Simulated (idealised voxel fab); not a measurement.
process module | voxel quadruple lines
cross-section cut | 220 nm wide | cells 5 nm
A cross-section is a grid of square cells, given in bands from the top down. A band is one or more rows of cells.
Each band's line starts with the height of the band's top and of its bottom, in nm. Then come its materials from left to right, each with its width in nm. One material with "throughout" fills the band from edge to edge. "air" is empty space.
Height 0 is the level under which the wafer as received is all one material. The lowest band goes on downwards, as in "0 down".
A width such as "30 to 40" changes by the same amount from each row of cells to the next, from the band's top row to its bottom row.
"no change" after a step means that no cell of the cross-section changed.
closed voids: empty space of 8 cells or more with no open way to the top, each as width x height at its distance from the left edge, in nm
after a step's settings: what the simulator itself notes on the step
overlay nm, on a step with a mask: how far to the right of its planned place the mask lay; to the left if negative
plan
1 op RECEIVE | material Si
2 op CONFORMAL_DEP | material SiO2 | thk nm 5
3 op DIRECTIONAL_DEP | material W | thk nm 15
4 op DIRECTIONAL_DEP | material polySi | thk nm 20
5 op DIRECTIONAL_DEP | material aC | thk nm 20
6 op PATTERN | tone cover | mask id MANDREL | material resist | width nm 25 | thk nm 30 | overlay nm 0
7 op DIRECTIONAL_ETCH | etch materials aC | depth nm 20
8 op STRIP | etch materials resist
9 op CONFORMAL_DEP | material SiO2 | thk nm 15
10 op DIRECTIONAL_ETCH | etch materials SiO2 | depth nm 15
11 op STRIP | etch materials aC
12 op DIRECTIONAL_ETCH | etch materials polySi | depth nm 20
13 op STRIP | etch materials SiO2
14 op CONFORMAL_DEP | material SiCN | thk nm 5
15 op DIRECTIONAL_ETCH | etch materials SiCN | depth nm 5
16 op STRIP | etch materials polySi
17 op DIRECTIONAL_ETCH | etch materials W | depth nm 15
18 op STRIP | etch materials SiCN
19 op FILL_DEP | material lowk | thk nm 10
20 op CMP | height nm 20
as received, after step 1
  0 down: Si throughout
  closed voids: none
a wafer at the end: this start, this plan, one mistake
  20 to 5: polySi throughout
  5 to 0: SiO2 throughout
  0 down: Si throughout
  closed voids: none
what went wrong: steps 3 and 4 were swapped
